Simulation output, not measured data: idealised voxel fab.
A process module follows: voxel transistor to metal.
Section cut is 180 nm wide and gridded with 5 nm square cells.
Cross-section, as written here: a square-cell grid given band by band from the top down, where a band holds one or more rows of cells. Basically the band line says how high the top is and how high the bottom is, in nm, and then what's in it from left to right, every material with its width in nm. Empty space shows up as "air", and if a single material carries "full width" it runs the full band edge to edge. Where do heights start? At 0: under that level the wafer as delivered is made of one material only. And the lowest band has no floor; it just carries on downward, as in "from 0 down". So if you see something like "30 to 40" for the width, read it as the top row of the band sitting at the first number and the bottom row at the second, with every row in between moving by the same amount as the last. Key: "identical to before" - step with no changed cell in the cross-section. "Completely sealed voids" contains a list of empty spaces, each no smaller than 8 cells and without an open way to the top, written in the form width x height at distance with the distance from the left edge and all three in nm. Note: text after step settings on the step line = simulator remark on that step. overlay nm: right-of-plan distance of the mask on a masked step; negative values mean left-of-plan.

Process steps - plan
1) RECEIVE,material Si
2) CONFORMAL_DEP,material SiO2,thk nm 5
3) CONFORMAL_DEP,material SiN,thk nm 10
4) MASKED_ETCH,tone cover,mask id ACTIVE,width nm 105,etch materials SiN,depth nm 10,overlay nm 0
5) MASKED_ETCH,tone cover,mask id ACTIVE,width nm 105,etch materials SiO2,depth nm 5,overlay nm 0
6) MASKED_ETCH,tone cover,mask id ACTIVE,width nm 105,etch materials Si,depth nm 35,overlay nm 0
7) FILL_DEP,material SiO2,thk nm 15
8) CMP,height nm 15
9) SELECTIVE_ETCH,etch materials SiO2,depth nm 5
10) STRIP,etch materials SiN
11) SELECTIVE_ETCH,etch materials SiO2,depth nm 5
12) OXIDIZE,depth nm 5
13) DIRECTIONAL_DEP,material polySi,thk nm 20
14) DIRECTIONAL_DEP,material SiCN,thk nm 10
15) MASKED_ETCH,tone cover,mask id GATE,width nm 25,etch materials SiCN,depth nm 20,overlay nm 0
16) MASKED_ETCH,tone cover,mask id GATE,width nm 25,etch materials polySi,depth nm 30,overlay nm 0
17) CONFORMAL_DEP,material SiN,thk nm 10
18) DIRECTIONAL_ETCH,etch materials SiN,depth nm 10
19) DIRECTIONAL_ETCH,etch materials SiO2,depth nm 5
20) DIRECTIONAL_ETCH,etch materials Si,depth nm 10
21) EPI,material nSi,thk nm 10
22) FILL_DEP,material SiO2,thk nm 5
23) CMP,height nm 30
24) DIRECTIONAL_DEP,material SiO2,thk nm 15
25) PATTERN,tone open,mask id CONTACT,material resist,width nm 30,pitch nm 65,thk nm 15,overlay nm 0
26) DIRECTIONAL_ETCH,etch materials SiO2,depth nm 50
27) STRIP,etch materials resist
28) CONFORMAL_DEP,material TiN,thk nm 5
29) FILL_DEP,material W,thk nm 5
30) CMP,height nm 45
31) CONFORMAL_DEP,material SiCN,thk nm 5
32) DIRECTIONAL_DEP,material lowk,thk nm 25
33) PATTERN,tone open,mask id METAL_1,material resist,width nm 15,pitch nm 80,thk nm 20,overlay nm 0
34) DIRECTIONAL_ETCH,etch materials lowk,depth nm 25
35) DIRECTIONAL_ETCH,etch materials SiCN,depth nm 5
36) STRIP,etch materials resist
37) CONFORMAL_DEP,material TiN,thk nm 5
38) FILL_DEP,material W,thk nm 10
39) CMP,height nm 75
40) CONFORMAL_DEP,material SiCN,thk nm 5
41) DIRECTIONAL_DEP,material SiO2,thk nm 35
42) MASKED_ETCH,tone open,mask id METAL_2,width nm 15,pitch nm 80,etch materials SiO2,depth nm 20,overlay nm 0
43) DIRECTIONAL_DEP,material aC,thk nm 10
44) PATTERN,tone open,mask id METAL_2_HOLES,material resist,width nm 15,pitch nm 80,thk nm 25,overlay nm 0
45) DIRECTIONAL_ETCH,etch materials aC,depth nm 10
46) STRIP,etch materials resist
47) DIRECTIONAL_ETCH,etch materials SiO2,depth nm 15
48) DIRECTIONAL_ETCH,etch materials SiCN,depth nm 5
49) STRIP,etch materials aC
50) CONFORMAL_DEP,material TiN,thk nm 5
51) FILL_DEP,material Cu,thk nm 10
52) CMP,height nm 115
53) CONFORMAL_DEP,material SiCN,thk nm 5

First of the two wafers, run per plan

Cross-sectional view of the wafer in its as-received condition, corresponding to the state after step 1
    from 0 down = Si full width
    Completely sealed voids: none

The wafer, seen in cross-section, after step 2
    from 5 to 0 = SiO2 full width
    For the remainder of the cross-section, below 0, there is no change.

The wafer, seen in cross-section, after step 3
    from 15 to 5 = SiN full width
    For the remainder of the cross-section, below 5, there is no change.

The wafer, seen in cross-section, after step 4
    from 15 to 5 = 35 of air | 105 of SiN | 40 of air
    For the remainder of the cross-section, below 5, there is no change.

The wafer, seen in cross-section, after step 5
    from 15 to 5 = 35 of air | 105 of SiN | 40 of air
    from 5 to 0 = 35 of air | 105 of SiO2 | 40 of air
    For the remainder of the cross-section, below 0, there is no change.

The wafer, seen in cross-section, after step 6
    from 15 to 5 = 35 of air | 105 of SiN | 40 of air
    from 5 to 0 = 35 of air | 105 of SiO2 | 40 of air
    from 0 to -35 = 35 of air | 105 of Si | 40 of air
    For the remainder of the cross-section, below -35, there is no change.

The wafer, seen in cross-section, after step 7
    from 30 to 15 = SiO2 full width
    from 15 to 5 = 35 of SiO2 | 105 of SiN | 40 of SiO2
    from 5 to 0 = SiO2 full width
    from 0 to -35 = 35 of SiO2 | 105 of Si | 40 of SiO2
    For the remainder of the cross-section, below -35, there is no change.

The wafer, seen in cross-section, after step 8
    from 15 to 5 = 35 of SiO2 | 105 of SiN | 40 of SiO2
    For the remainder of the cross-section, below 5, there is no change.

The wafer, seen in cross-section, after step 9
    from 15 to 10 = 35 of air | 105 of SiN | 40 of air
    For the remainder of the cross-section, below 10, there is no change.

The wafer, seen in cross-section, after step 10
    from 10 to 5 = 35 of SiO2 | 105 of air | 40 of SiO2
    For the remainder of the cross-section, below 5, there is no change.

The wafer, seen in cross-section, after step 11
    from 5 to 0 = 30 of SiO2 | 115 of air | 35 of SiO2
    For the remainder of the cross-section, below 0, there is no change.

The wafer, seen in cross-section, after step 12
    from 5 to 0 = 30 of SiO2 | 115 of air | 35 of SiO2
    from 0 to -5 = SiO2 full width
    For the remainder of the cross-section, below -5, there is no change.

The wafer, seen in cross-section, after step 13
    from 25 to 20 = 30 of polySi | 115 of air | 35 of polySi
    from 20 to 5 = polySi full width
    from 5 to 0 = 30 of SiO2 | 115 of polySi | 35 of SiO2
    For the remainder of the cross-section, below 0, there is no change.

The wafer, seen in cross-section, after step 14
    from 35 to 30 = 30 of SiCN | 115 of air | 35 of SiCN
    from 30 to 25 = SiCN full width
    from 25 to 20 = 30 of polySi | 115 of SiCN | 35 of polySi
    For the remainder of the cross-section, below 20, there is no change.

The wafer, seen in cross-section, after step 15
    from 30 to 25 = 75 of air | 25 of SiCN | 80 of air
    from 25 to 20 = 30 of polySi | 45 of air | 25 of SiCN | 45 of air | 35 of polySi
    For the remainder of the cross-section, below 20, there is no change.

The wafer, seen in cross-section, after step 16
    from 30 to 20 = 75 of air | 25 of SiCN | 80 of air
    from 20 to 5 = 75 of air | 25 of polySi | 80 of air
    from 5 to 0 = 30 of SiO2 | 45 of air | 25 of polySi | 45 of air | 35 of SiO2
    For the remainder of the cross-section, below 0, there is no change.

The wafer, seen in cross-section, after step 17
    from 40 to 30 = 65 of air | 45 of SiN | 70 of air
    from 30 to 20 = 65 of air | 10 of SiN | 25 of SiCN | 10 of SiN | 70 of air
    from 20 to 15 = 65 of air | 10 of SiN | 25 of polySi | 10 of SiN | 70 of air
    from 15 to 10 = 40 of SiN | 25 of air | 10 of SiN | 25 of polySi | 10 of SiN | 25 of air | 45 of SiN
    from 10 to 5 = 75 of SiN | 25 of polySi | 80 of SiN
    from 5 to 0 = 30 of SiO2 | 45 of SiN | 25 of polySi | 45 of SiN | 35 of SiO2
    For the remainder of the cross-section, below 0, there is no change.

The wafer, seen in cross-section, after step 18
    from 30 to 20 = 65 of air | 10 of SiN | 25 of SiCN | 10 of SiN | 70 of air
    from 20 to 5 = 65 of air | 10 of SiN | 25 of polySi | 10 of SiN | 70 of air
    from 5 to 0 = 30 of SiO2 | 10 of SiN | 25 of air | 10 of SiN | 25 of polySi | 10 of SiN | 25 of air | 10 of SiN | 35 of SiO2
    For the remainder of the cross-section, below 0, there is no change.

The wafer, seen in cross-section, after step 19
    from 30 to 20 = 65 of air | 10 of SiN | 25 of SiCN | 10 of SiN | 70 of air
    from 20 to 5 = 65 of air | 10 of SiN | 25 of polySi | 10 of SiN | 70 of air
    from 5 to 0 = 30 of air | 10 of SiN | 25 of air | 10 of SiN | 25 of polySi | 10 of SiN | 25 of air | 10 of SiN | 35 of air
    from 0 to -5 = 40 of SiO2 | 25 of air | 45 of SiO2 | 25 of air | 45 of SiO2
    For the remainder of the cross-section, below -5, there is no change.

The wafer, seen in cross-section, after step 20
    from 30 to 20 = 65 of air | 10 of SiN | 25 of SiCN | 10 of SiN | 70 of air
    from 20 to 5 = 65 of air | 10 of SiN | 25 of polySi | 10 of SiN | 70 of air
    from 5 to 0 = 30 of air | 10 of SiN | 25 of air | 10 of SiN | 25 of polySi | 10 of SiN | 25 of air | 10 of SiN | 35 of air
    from 0 to -5 = 40 of SiO2 | 25 of air | 45 of SiO2 | 25 of air | 45 of SiO2
    from -5 to -15 = 35 of SiO2 | 5 of Si | 25 of air | 45 of Si | 25 of air | 5 of Si | 40 of SiO2
    For the remainder of the cross-section, below -15, there is no change.

The wafer, seen in cross-section, after step 21
    from 30 to 20 = 65 of air | 10 of SiN | 25 of SiCN | 10 of SiN | 70 of air
    from 20 to 5 = 65 of air | 10 of SiN | 25 of polySi | 10 of SiN | 70 of air
    from 5 to 0 = 30 of air | 10 of SiN | 10 of nSi | 5 of air | 10 of nSi | 10 of SiN | 25 of polySi | 10 of SiN | 10 of nSi | 5 of air | 10 of nSi | 10 of SiN | 35 of air
    from 0 to -5 = 40 of SiO2 | 10 of nSi | 5 of air | 10 of nSi | 45 of SiO2 | 10 of nSi | 5 of air | 10 of nSi | 45 of SiO2
    from -5 to -15 = 35 of SiO2 | 5 of Si | 25 of nSi | 45 of Si | 25 of nSi | 5 of Si | 40 of SiO2
    For the remainder of the cross-section, below -15, there is no change.

The wafer, seen in cross-section, after step 22
    from 35 to 30 = SiO2 full width
    from 30 to 20 = 65 of SiO2 | 10 of SiN | 25 of SiCN | 10 of SiN | 70 of SiO2
    from 20 to 5 = 65 of SiO2 | 10 of SiN | 25 of polySi | 10 of SiN | 70 of SiO2
    from 5 to 0 = 30 of SiO2 | 10 of SiN | 10 of nSi | 5 of SiO2 | 10 of nSi | 10 of SiN | 25 of polySi | 10 of SiN | 10 of nSi | 5 of SiO2 | 10 of nSi | 10 of SiN | 35 of SiO2
    from 0 to -5 = 40 of SiO2 | 10 of nSi | 5 of SiO2 | 10 of nSi | 45 of SiO2 | 10 of nSi | 5 of SiO2 | 10 of nSi | 45 of SiO2
    For the remainder of the cross-section, below -5, there is no change.

The wafer, seen in cross-section, after step 23
    from 30 to 20 = 65 of SiO2 | 10 of SiN | 25 of SiCN | 10 of SiN | 70 of SiO2
    For the remainder of the cross-section, below 20, there is no change.

The wafer, seen in cross-section, after step 24
    from 45 to 30 = SiO2 full width
    For the remainder of the cross-section, below 30, there is no change.

The wafer, seen in cross-section, after step 25
    from 60 to 45 = 40 of resist | 30 of air | 35 of resist | 30 of air | 45 of resist
    For the remainder of the cross-section, below 45, there is no change.

The wafer, seen in cross-section, after step 26
    from 60 to 45 = 40 of resist | 30 of air | 35 of resist | 30 of air | 45 of resist
    from 45 to 30 = 40 of SiO2 | 30 of air | 35 of SiO2 | 30 of air | 45 of SiO2
    from 30 to 20 = 40 of SiO2 | 25 of air | 10 of SiN | 25 of SiCN | 10 of SiN | 25 of air | 45 of SiO2
    from 20 to 5 = 40 of SiO2 | 25 of air | 10 of SiN | 25 of polySi | 10 of SiN | 25 of air | 45 of SiO2
    from 5 to 0 = 30 of SiO2 | 10 of SiN | 10 of nSi | 5 of air | 10 of nSi | 10 of SiN | 25 of polySi | 10 of SiN | 10 of nSi | 5 of air | 10 of nSi | 10 of SiN | 35 of SiO2
    from 0 to -5 = 40 of SiO2 | 10 of nSi | 5 of air | 10 of nSi | 45 of SiO2 | 10 of nSi | 5 of air | 10 of nSi | 45 of SiO2
    For the remainder of the cross-section, below -5, there is no change.

The wafer, seen in cross-section, after step 27
    from 45 to 30 = 40 of SiO2 | 30 of air | 35 of SiO2 | 30 of air | 45 of SiO2
    For the remainder of the cross-section, below 30, there is no change.

The wafer, seen in cross-section, after step 28
    from 50 to 45 = 45 of TiN | 20 of air | 45 of TiN | 20 of air | 50 of TiN
    from 45 to 35 = 40 of SiO2 | 5 of TiN | 20 of air | 5 of TiN | 35 of SiO2 | 5 of TiN | 20 of air | 5 of TiN | 45 of SiO2
    from 35 to 30 = 40 of SiO2 | 5 of TiN | 15 of air | 10 of TiN | 35 of SiO2 | 10 of TiN | 15 of air | 5 of TiN | 45 of SiO2
    from 30 to 20 = 40 of SiO2 | 5 of TiN | 15 of air | 5 of TiN | 10 of SiN | 25 of SiCN | 10 of SiN | 5 of TiN | 15 of air | 5 of TiN | 45 of SiO2
    from 20 to 10 = 40 of SiO2 | 5 of TiN | 15 of air | 5 of TiN | 10 of SiN | 25 of polySi | 10 of SiN | 5 of TiN | 15 of air | 5 of TiN | 45 of SiO2
    from 10 to 5 = 40 of SiO2 | 25 of TiN | 10 of SiN | 25 of polySi | 10 of SiN | 25 of TiN | 45 of SiO2
    from 5 to 0 = 30 of SiO2 | 10 of SiN | 10 of nSi | 5 of TiN | 10 of nSi | 10 of SiN | 25 of polySi | 10 of SiN | 10 of nSi | 5 of TiN | 10 of nSi | 10 of SiN | 35 of SiO2
    from 0 to -5 = 40 of SiO2 | 10 of nSi | 5 of TiN | 10 of nSi | 45 of SiO2 | 10 of nSi | 5 of TiN | 10 of nSi | 45 of SiO2
    For the remainder of the cross-section, below -5, there is no change.

The wafer, seen in cross-section, after step 29
    from 55 to 50 = W full width
    from 50 to 45 = 45 of TiN | 20 of W | 45 of TiN | 20 of W | 50 of TiN
    from 45 to 35 = 40 of SiO2 | 5 of TiN | 20 of W | 5 of TiN | 35 of SiO2 | 5 of TiN | 20 of W | 5 of TiN | 45 of SiO2
    from 35 to 30 = 40 of SiO2 | 5 of TiN | 15 of W | 10 of TiN | 35 of SiO2 | 10 of TiN | 15 of W | 5 of TiN | 45 of SiO2
    from 30 to 20 = 40 of SiO2 | 5 of TiN | 15 of W | 5 of TiN | 10 of SiN | 25 of SiCN | 10 of SiN | 5 of TiN | 15 of W | 5 of TiN | 45 of SiO2
    from 20 to 10 = 40 of SiO2 | 5 of TiN | 15 of W | 5 of TiN | 10 of SiN | 25 of polySi | 10 of SiN | 5 of TiN | 15 of W | 5 of TiN | 45 of SiO2
    For the remainder of the cross-section, below 10, there is no change.

The wafer, seen in cross-section, after step 30
    from 45 to 35 = 40 of SiO2 | 5 of TiN | 20 of W | 5 of TiN | 35 of SiO2 | 5 of TiN | 20 of W | 5 of TiN | 45 of SiO2
    For the remainder of the cross-section, below 35, there is no change.

The wafer, seen in cross-section, after step 31
    from 50 to 45 = SiCN full width
    For the remainder of the cross-section, below 45, there is no change.

The wafer, seen in cross-section, after step 32
    from 75 to 50 = lowk full width
    For the remainder of the cross-section, below 50, there is no change.

The wafer, seen in cross-section, after step 33
    from 95 to 75 = 40 of resist | 15 of air | 65 of resist | 15 of air | 45 of resist
    For the remainder of the cross-section, below 75, there is no change.

The wafer, seen in cross-section, after step 34
    from 95 to 75 = 40 of resist | 15 of air | 65 of resist | 15 of air | 45 of resist
    from 75 to 50 = 40 of lowk | 15 of air | 65 of lowk | 15 of air | 45 of lowk
    For the remainder of the cross-section, below 50, there is no change.

The wafer, seen in cross-section, after step 35
    from 95 to 75 = 40 of resist | 15 of air | 65 of resist | 15 of air | 45 of resist
    from 75 to 50 = 40 of lowk | 15 of air | 65 of lowk | 15 of air | 45 of lowk
    from 50 to 45 = 40 of SiCN | 15 of air | 65 of SiCN | 15 of air | 45 of SiCN
    For the remainder of the cross-section, below 45, there is no change.

The wafer, seen in cross-section, after step 36
    from 75 to 50 = 40 of lowk | 15 of air | 65 of lowk | 15 of air | 45 of lowk
    For the remainder of the cross-section, below 50, there is no change.

The wafer, seen in cross-section, after step 37
    from 80 to 75 = 45 of TiN | 5 of air | 75 of TiN | 5 of air | 50 of TiN
    from 75 to 50 = 40 of lowk | 5 of TiN | 5 of air | 5 of TiN | 65 of lowk | 5 of TiN | 5 of air | 5 of TiN | 45 of lowk
    from 50 to 45 = 40 of SiCN | 15 of TiN | 65 of SiCN | 15 of TiN | 45 of SiCN
    For the remainder of the cross-section, below 45, there is no change.

The wafer, seen in cross-section, after step 38
    from 90 to 80 = W full width
    from 80 to 75 = 45 of TiN | 5 of W | 75 of TiN | 5 of W | 50 of TiN
    from 75 to 50 = 40 of lowk | 5 of TiN | 5 of W | 5 of TiN | 65 of lowk | 5 of TiN | 5 of W | 5 of TiN | 45 of lowk
    For the remainder of the cross-section, below 50, there is no change.

The wafer, seen in cross-section, after step 39
    from 75 to 50 = 40 of lowk | 5 of TiN | 5 of W | 5 of TiN | 65 of lowk | 5 of TiN | 5 of W | 5 of TiN | 45 of lowk
    For the remainder of the cross-section, below 50, there is no change.

The wafer, seen in cross-section, after step 40
    from 80 to 75 = SiCN full width
    For the remainder of the cross-section, below 75, there is no change.

The wafer, seen in cross-section, after step 41
    from 115 to 80 = SiO2 full width
    For the remainder of the cross-section, below 80, there is no change.

The wafer, seen in cross-section, after step 42
    from 115 to 95 = 40 of SiO2 | 15 of air | 65 of SiO2 | 15 of air | 45 of SiO2
    For the remainder of the cross-section, below 95, there is no change.

The wafer, seen in cross-section, after step 43
    from 125 to 115 = 40 of aC | 15 of air | 65 of aC | 15 of air | 45 of aC
    from 115 to 105 = 40 of SiO2 | 15 of air | 65 of SiO2 | 15 of air | 45 of SiO2
    from 105 to 95 = 40 of SiO2 | 15 of aC | 65 of SiO2 | 15 of aC | 45 of SiO2
    For the remainder of the cross-section, below 95, there is no change.

The wafer, seen in cross-section, after step 44
    from 150 to 125 = 40 of resist | 15 of air | 65 of resist | 15 of air | 45 of resist
    For the remainder of the cross-section, below 125, there is no change.

The wafer, seen in cross-section, after step 45
    from 140 to 125 = 40 of resist | 15 of air | 65 of resist | 15 of air | 45 of resist
    from 125 to 115 = 40 of aC | 15 of air | 65 of aC | 15 of air | 45 of aC
    from 115 to 95 = 40 of SiO2 | 15 of air | 65 of SiO2 | 15 of air | 45 of SiO2
    For the remainder of the cross-section, below 95, there is no change.

The wafer, seen in cross-section, after step 46
    from 125 to 115 = 40 of aC | 15 of air | 65 of aC | 15 of air | 45 of aC
    For the remainder of the cross-section, below 115, there is no change.

The wafer, seen in cross-section, after step 47
    from 125 to 115 = 40 of aC | 15 of air | 65 of aC | 15 of air | 45 of aC
    from 115 to 80 = 40 of SiO2 | 15 of air | 65 of SiO2 | 15 of air | 45 of SiO2
    For the remainder of the cross-section, below 80, there is no change.

The wafer, seen in cross-section, after step 48
    from 125 to 115 = 40 of aC | 15 of air | 65 of aC | 15 of air | 45 of aC
    from 115 to 80 = 40 of SiO2 | 15 of air | 65 of SiO2 | 15 of air | 45 of SiO2
    from 80 to 75 = 40 of SiCN | 15 of air | 65 of SiCN | 15 of air | 45 of SiCN
    For the remainder of the cross-section, below 75, there is no change.

The wafer, seen in cross-section, after step 49
    from 115 to 80 = 40 of SiO2 | 15 of air | 65 of SiO2 | 15 of air | 45 of SiO2
    For the remainder of the cross-section, below 80, there is no change.

The wafer, seen in cross-section, after step 50
    from 120 to 115 = 45 of TiN | 5 of air | 75 of TiN | 5 of air | 50 of TiN
    from 115 to 80 = 40 of SiO2 | 5 of TiN | 5 of air | 5 of TiN | 65 of SiO2 | 5 of TiN | 5 of air | 5 of TiN | 45 of SiO2
    from 80 to 75 = 40 of SiCN | 15 of TiN | 65 of SiCN | 15 of TiN | 45 of SiCN
    For the remainder of the cross-section, below 75, there is no change.

The wafer, seen in cross-section, after step 51
    from 130 to 120 = Cu full width
    from 120 to 115 = 45 of TiN | 5 of Cu | 75 of TiN | 5 of Cu | 50 of TiN
    from 115 to 80 = 40 of SiO2 | 5 of TiN | 5 of Cu | 5 of TiN | 65 of SiO2 | 5 of TiN | 5 of Cu | 5 of TiN | 45 of SiO2
    For the remainder of the cross-section, below 80, there is no change.

The wafer, seen in cross-section, after step 52
    from 115 to 80 = 40 of SiO2 | 5 of TiN | 5 of Cu | 5 of TiN | 65 of SiO2 | 5 of TiN | 5 of Cu | 5 of TiN | 45 of SiO2
    For the remainder of the cross-section, below 80, there is no change.

The wafer, seen in cross-section, after step 53
    from 120 to 115 = SiCN full width
    For the remainder of the cross-section, below 115, there is no change.

It is to be noted that the second wafer proceeded from the same initial state and according to the same plan as the first, although one mistake was committed in its execution; through step 23, inclusive, the two wafers share an identical history

The second wafer cut through, at the time step 24 was supposed to be finished
    from 60 to 30 = SiO2 full width
    For the remainder of the cross-section, below 30, there is no change.

The second wafer cut through, at the time step 25 was supposed to be finished
    from 75 to 60 = 40 of resist | 30 of air | 35 of resist | 30 of air | 45 of resist
    For the remainder of the cross-section, below 60, there is no change.

The second wafer cut through, at the time step 26 was supposed to be finished
    from 75 to 60 = 40 of resist | 30 of air | 35 of resist | 30 of air | 45 of resist
    from 60 to 30 = 40 of SiO2 | 30 of air | 35 of SiO2 | 30 of air | 45 of SiO2
    from 30 to 20 = 40 of SiO2 | 25 of air | 10 of SiN | 25 of SiCN | 10 of SiN | 25 of air | 45 of SiO2
    from 20 to 10 = 40 of SiO2 | 25 of air | 10 of SiN | 25 of polySi | 10 of SiN | 25 of air | 45 of SiO2
    For the remainder of the cross-section, below 10, there is no change.

The second wafer cut through, at the time step 27 was supposed to be finished
    from 60 to 30 = 40 of SiO2 | 30 of air | 35 of SiO2 | 30 of air | 45 of SiO2
    For the remainder of the cross-section, below 30, there is no change.

The second wafer cut through, at the time step 28 was supposed to be finished
    from 65 to 60 = 45 of TiN | 20 of air | 45 of TiN | 20 of air | 50 of TiN
    from 60 to 35 = 40 of SiO2 | 5 of TiN | 20 of air | 5 of TiN | 35 of SiO2 | 5 of TiN | 20 of air | 5 of TiN | 45 of SiO2
    from 35 to 30 = 40 of SiO2 | 5 of TiN | 15 of air | 10 of TiN | 35 of SiO2 | 10 of TiN | 15 of air | 5 of TiN | 45 of SiO2
    from 30 to 20 = 40 of SiO2 | 5 of TiN | 15 of air | 5 of TiN | 10 of SiN | 25 of SiCN | 10 of SiN | 5 of TiN | 15 of air | 5 of TiN | 45 of SiO2
    from 20 to 15 = 40 of SiO2 | 5 of TiN | 15 of air | 5 of TiN | 10 of SiN | 25 of polySi | 10 of SiN | 5 of TiN | 15 of air | 5 of TiN | 45 of SiO2
    from 15 to 10 = 40 of SiO2 | 25 of TiN | 10 of SiN | 25 of polySi | 10 of SiN | 25 of TiN | 45 of SiO2
    For the remainder of the cross-section, below 10, there is no change.

The second wafer cut through, at the time step 29 was supposed to be finished
    from 70 to 65 = W full width
    from 65 to 60 = 45 of TiN | 20 of W | 45 of TiN | 20 of W | 50 of TiN
    from 60 to 35 = 40 of SiO2 | 5 of TiN | 20 of W | 5 of TiN | 35 of SiO2 | 5 of TiN | 20 of W | 5 of TiN | 45 of SiO2
    from 35 to 30 = 40 of SiO2 | 5 of TiN | 15 of W | 10 of TiN | 35 of SiO2 | 10 of TiN | 15 of W | 5 of TiN | 45 of SiO2
    from 30 to 20 = 40 of SiO2 | 5 of TiN | 15 of W | 5 of TiN | 10 of SiN | 25 of SiCN | 10 of SiN | 5 of TiN | 15 of W | 5 of TiN | 45 of SiO2
    from 20 to 15 = 40 of SiO2 | 5 of TiN | 15 of W | 5 of TiN | 10 of SiN | 25 of polySi | 10 of SiN | 5 of TiN | 15 of W | 5 of TiN | 45 of SiO2
    For the remainder of the cross-section, below 15, there is no change.

The second wafer cut through, at the time step 30 was supposed to be finished
    from 45 to 35 = 40 of SiO2 | 5 of TiN | 20 of W | 5 of TiN | 35 of SiO2 | 5 of TiN | 20 of W | 5 of TiN | 45 of SiO2
    For the remainder of the cross-section, below 35, there is no change.

The second wafer cut through, at the time step 31 was supposed to be finished
    from 50 to 45 = SiCN full width
    For the remainder of the cross-section, below 45, there is no change.

The second wafer cut through, at the time step 32 was supposed to be finished
    from 75 to 50 = lowk full width
    For the remainder of the cross-section, below 50, there is no change.

The second wafer cut through, at the time step 33 was supposed to be finished
    from 95 to 75 = 40 of resist | 15 of air | 65 of resist | 15 of air | 45 of resist
    For the remainder of the cross-section, below 75, there is no change.

The second wafer cut through, at the time step 34 was supposed to be finished
    from 95 to 75 = 40 of resist | 15 of air | 65 of resist | 15 of air | 45 of resist
    from 75 to 50 = 40 of lowk | 15 of air | 65 of lowk | 15 of air | 45 of lowk
    For the remainder of the cross-section, below 50, there is no change.

The second wafer cut through, at the time step 35 was supposed to be finished
    from 95 to 75 = 40 of resist | 15 of air | 65 of resist | 15 of air | 45 of resist
    from 75 to 50 = 40 of lowk | 15 of air | 65 of lowk | 15 of air | 45 of lowk
    from 50 to 45 = 40 of SiCN | 15 of air | 65 of SiCN | 15 of air | 45 of SiCN
    For the remainder of the cross-section, below 45, there is no change.

The second wafer cut through, at the time step 36 was supposed to be finished
    from 75 to 50 = 40 of lowk | 15 of air | 65 of lowk | 15 of air | 45 of lowk
    For the remainder of the cross-section, below 50, there is no change.

The second wafer cut through, at the time step 37 was supposed to be finished
    from 80 to 75 = 45 of TiN | 5 of air | 75 of TiN | 5 of air | 50 of TiN
    from 75 to 50 = 40 of lowk | 5 of TiN | 5 of air | 5 of TiN | 65 of lowk | 5 of TiN | 5 of air | 5 of TiN | 45 of lowk
    from 50 to 45 = 40 of SiCN | 15 of TiN | 65 of SiCN | 15 of TiN | 45 of SiCN
    For the remainder of the cross-section, below 45, there is no change.

The second wafer cut through, at the time step 38 was supposed to be finished
    from 90 to 80 = W full width
    from 80 to 75 = 45 of TiN | 5 of W | 75 of TiN | 5 of W | 50 of TiN
    from 75 to 50 = 40 of lowk | 5 of TiN | 5 of W | 5 of TiN | 65 of lowk | 5 of TiN | 5 of W | 5 of TiN | 45 of lowk
    For the remainder of the cross-section, below 50, there is no change.

The second wafer cut through, at the time step 39 was supposed to be finished
    from 75 to 50 = 40 of lowk | 5 of TiN | 5 of W | 5 of TiN | 65 of lowk | 5 of TiN | 5 of W | 5 of TiN | 45 of lowk
    For the remainder of the cross-section, below 50, there is no change.

The second wafer cut through, at the time step 40 was supposed to be finished
    from 80 to 75 = SiCN full width
    For the remainder of the cross-section, below 75, there is no change.

The second wafer cut through, at the time step 41 was supposed to be finished
    from 115 to 80 = SiO2 full width
    For the remainder of the cross-section, below 80, there is no change.

The second wafer cut through, at the time step 42 was supposed to be finished
    from 115 to 95 = 40 of SiO2 | 15 of air | 65 of SiO2 | 15 of air | 45 of SiO2
    For the remainder of the cross-section, below 95, there is no change.

The second wafer cut through, at the time step 43 was supposed to be finished
    from 125 to 115 = 40 of aC | 15 of air | 65 of aC | 15 of air | 45 of aC
    from 115 to 105 = 40 of SiO2 | 15 of air | 65 of SiO2 | 15 of air | 45 of SiO2
    from 105 to 95 = 40 of SiO2 | 15 of aC | 65 of SiO2 | 15 of aC | 45 of SiO2
    For the remainder of the cross-section, below 95, there is no change.

The second wafer cut through, at the time step 44 was supposed to be finished
    from 150 to 125 = 40 of resist | 15 of air | 65 of resist | 15 of air | 45 of resist
    For the remainder of the cross-section, below 125, there is no change.

The second wafer cut through, at the time step 45 was supposed to be finished
    from 140 to 125 = 40 of resist | 15 of air | 65 of resist | 15 of air | 45 of resist
    from 125 to 115 = 40 of aC | 15 of air | 65 of aC | 15 of air | 45 of aC
    from 115 to 95 = 40 of SiO2 | 15 of air | 65 of SiO2 | 15 of air | 45 of SiO2
    For the remainder of the cross-section, below 95, there is no change.

The second wafer cut through, at the time step 46 was supposed to be finished
    from 125 to 115 = 40 of aC | 15 of air | 65 of aC | 15 of air | 45 of aC
    For the remainder of the cross-section, below 115, there is no change.

The second wafer cut through, at the time step 47 was supposed to be finished
    from 125 to 115 = 40 of aC | 15 of air | 65 of aC | 15 of air | 45 of aC
    from 115 to 80 = 40 of SiO2 | 15 of air | 65 of SiO2 | 15 of air | 45 of SiO2
    For the remainder of the cross-section, below 80, there is no change.

The second wafer cut through, at the time step 48 was supposed to be finished
    from 125 to 115 = 40 of aC | 15 of air | 65 of aC | 15 of air | 45 of aC
    from 115 to 80 = 40 of SiO2 | 15 of air | 65 of SiO2 | 15 of air | 45 of SiO2
    from 80 to 75 = 40 of SiCN | 15 of air | 65 of SiCN | 15 of air | 45 of SiCN
    For the remainder of the cross-section, below 75, there is no change.

The second wafer cut through, at the time step 49 was supposed to be finished
    from 115 to 80 = 40 of SiO2 | 15 of air | 65 of SiO2 | 15 of air | 45 of SiO2
    For the remainder of the cross-section, below 80, there is no change.

The second wafer cut through, at the time step 50 was supposed to be finished
    from 120 to 115 = 45 of TiN | 5 of air | 75 of TiN | 5 of air | 50 of TiN
    from 115 to 80 = 40 of SiO2 | 5 of TiN | 5 of air | 5 of TiN | 65 of SiO2 | 5 of TiN | 5 of air | 5 of TiN | 45 of SiO2
    from 80 to 75 = 40 of SiCN | 15 of TiN | 65 of SiCN | 15 of TiN | 45 of SiCN
    For the remainder of the cross-section, below 75, there is no change.

The second wafer cut through, at the time step 51 was supposed to be finished
    from 130 to 120 = Cu full width
    from 120 to 115 = 45 of TiN | 5 of Cu | 75 of TiN | 5 of Cu | 50 of TiN
    from 115 to 80 = 40 of SiO2 | 5 of TiN | 5 of Cu | 5 of TiN | 65 of SiO2 | 5 of TiN | 5 of Cu | 5 of TiN | 45 of SiO2
    For the remainder of the cross-section, below 80, there is no change.

The second wafer cut through, at the time step 52 was supposed to be finished
    from 115 to 80 = 40 of SiO2 | 5 of TiN | 5 of Cu | 5 of TiN | 65 of SiO2 | 5 of TiN | 5 of Cu | 5 of TiN | 45 of SiO2
    For the remainder of the cross-section, below 80, there is no change.

The second wafer cut through, at the time step 53 was supposed to be finished
    from 120 to 115 = SiCN full width
    For the remainder of the cross-section, below 115, there is no change.
Short version of what went wrong: twice, step 24 of the plan was run
at the end the second wafer has, in cells: +14 SiO2, -8 TiN, -6 W
